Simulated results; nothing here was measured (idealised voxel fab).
Process module in this document: voxel plated lines
Square cell edge 5 nm, section width 225 nm, ID cut.
Cross-section format: a grid of square cells, given as bands from top to bottom; each band is one or more rows of cells.
Basically the band line says how high the top is and how high the bottom is, in nm, and then what's in it from left to right, every material with its width in nm. Empty space shows up as "empty", and if a single material carries "throughout" it runs the full band edge to edge.
Height 0 is the level under which the wafer as received is all one material. The lowest band goes on downwards, as in "0 nm and below".
A width given as "30->40" starts at the first number in the band's top row and ends at the second number in its bottom row, shifting by an equal amount at every step from row to row.
"no modifications" -> step changed no cross-section cell.
"Closed internal voids" means: voids of 8 cells or more that are shut off from the top with no open way through. Written width x height at distance, distance from the left edge, in nm.
Past the settings on a step's line: simulator remark, on that step.
A step line may carry the setting "overlay nm", which, for steps involving a mask, states the distance by which the mask lay to the right of its intended position; negative values denote displacement to the left.

Process steps (planned)
1 RECEIVE (material Si)
2 CONFORMAL_DEP (material Al2O3; thk nm 10)
3 DIRECTIONAL_DEP (material TiN; thk nm 5)
4 PATTERN (tone open; mask id LINES; material resist; width nm 15; pitch nm 35; thk nm 40; overlay nm 0)
5 EPI (material Ru; thk nm 10)
6 EPI (material Ru; thk nm 5)
7 EPI (material Ru; thk nm 10)
8 STRIP (etch materials resist)
9 DIRECTIONAL_ETCH (etch materials TiN; depth nm 5)
10 CONFORMAL_DEP (material SiN; thk nm 5)

The first of the two wafers, which ran as planned

Step 1 complete: cross-section of the wafer as received
    0 nm and below: Si throughout
    Closed internal voids: none

Wafer after step 2 (cross-section)
    10 nm to 0 nm: Al2O3 throughout
    Below 0, the layers are the same as they were.

Wafer after step 3 (cross-section)
    15 nm to 10 nm: TiN throughout
    Below 10, the layers are the same as they were.

Wafer after step 4 (cross-section)
    55 nm to 15 nm: resist (85); empty (15); resist (20); empty (15); resist (90)
    Below 15, the layers are the same as they were.

Wafer after step 5 (cross-section)
    55 nm to 25 nm: resist (85); empty (15); resist (20); empty (15); resist (90)
    25 nm to 15 nm: resist (85); Ru (15); resist (20); Ru (15); resist (90)
    Below 15, the layers are the same as they were.

Wafer after step 6 (cross-section)
    55 nm to 30 nm: resist (85); empty (15); resist (20); empty (15); resist (90)
    30 nm to 15 nm: resist (85); Ru (15); resist (20); Ru (15); resist (90)
    Below 15, the layers are the same as they were.

Wafer after step 7 (cross-section)
    55 nm to 40 nm: resist (85); empty (15); resist (20); empty (15); resist (90)
    40 nm to 15 nm: resist (85); Ru (15); resist (20); Ru (15); resist (90)
    Below 15, the layers are the same as they were.

Wafer after step 8 (cross-section)
    40 nm to 15 nm: empty (85); Ru (15); empty (20); Ru (15); empty (90)
    Below 15, the layers are the same as they were.

Wafer after step 9 (cross-section)
    40 nm to 15 nm: empty (85); Ru (15); empty (20); Ru (15); empty (90)
    15 nm to 10 nm: empty (85); TiN (15); empty (20); TiN (15); empty (90)
    Below 10, the layers are the same as they were.

Wafer after step 10 (cross-section)
    45 nm to 40 nm: empty (80); SiN (25); empty (10); SiN (25); empty (85)
    40 nm to 15 nm: empty (80); SiN (5); Ru (15); SiN (5); empty (10); SiN (5); Ru (15); SiN (5); empty (85)
    15 nm to 10 nm: SiN (85); TiN (15); SiN (20); TiN (15); SiN (90)
    Below 10, the layers are the same as they were.

Wafer two. Same start, same plan, one slip in execution. Same as wafer one through step 2, inclusive

Second wafer, section view, time point: scheduled end of step 3
    15 nm to 0 nm: Al2O3 throughout
    Below 0, the layers are the same as they were.

Second wafer, section view, time point: scheduled end of step 4
    55 nm to 15 nm: resist (85); empty (15); resist (20); empty (15); resist (90)
    Below 15, the layers are the same as they were.

Second wafer, section view, time point: scheduled end of step 5: no modifications

Second wafer, section view, time point: scheduled end of step 6: no modifications

Second wafer, section view, time point: scheduled end of step 7: no modifications

Second wafer, section view, time point: scheduled end of step 8
    15 nm to 0 nm: Al2O3 throughout
    Below 0, the layers are the same as they were.

Second wafer, section view, time point: scheduled end of step 9: no modifications

Second wafer, section view, time point: scheduled end of step 10
    20 nm to 15 nm: SiN throughout
    Below 15, the layers are the same as they were.
The mistake made against the process plan was this: contrary to plan, step 3 was performed as DIRECTIONAL_DEP (material Al2O3; thk nm 5)
Once processing is complete, comparing cell counts shows that the second wafer has more or fewer of certain materials than the first: +45 Al2O3 | -30 Ru | -24 SiN | -6 TiN
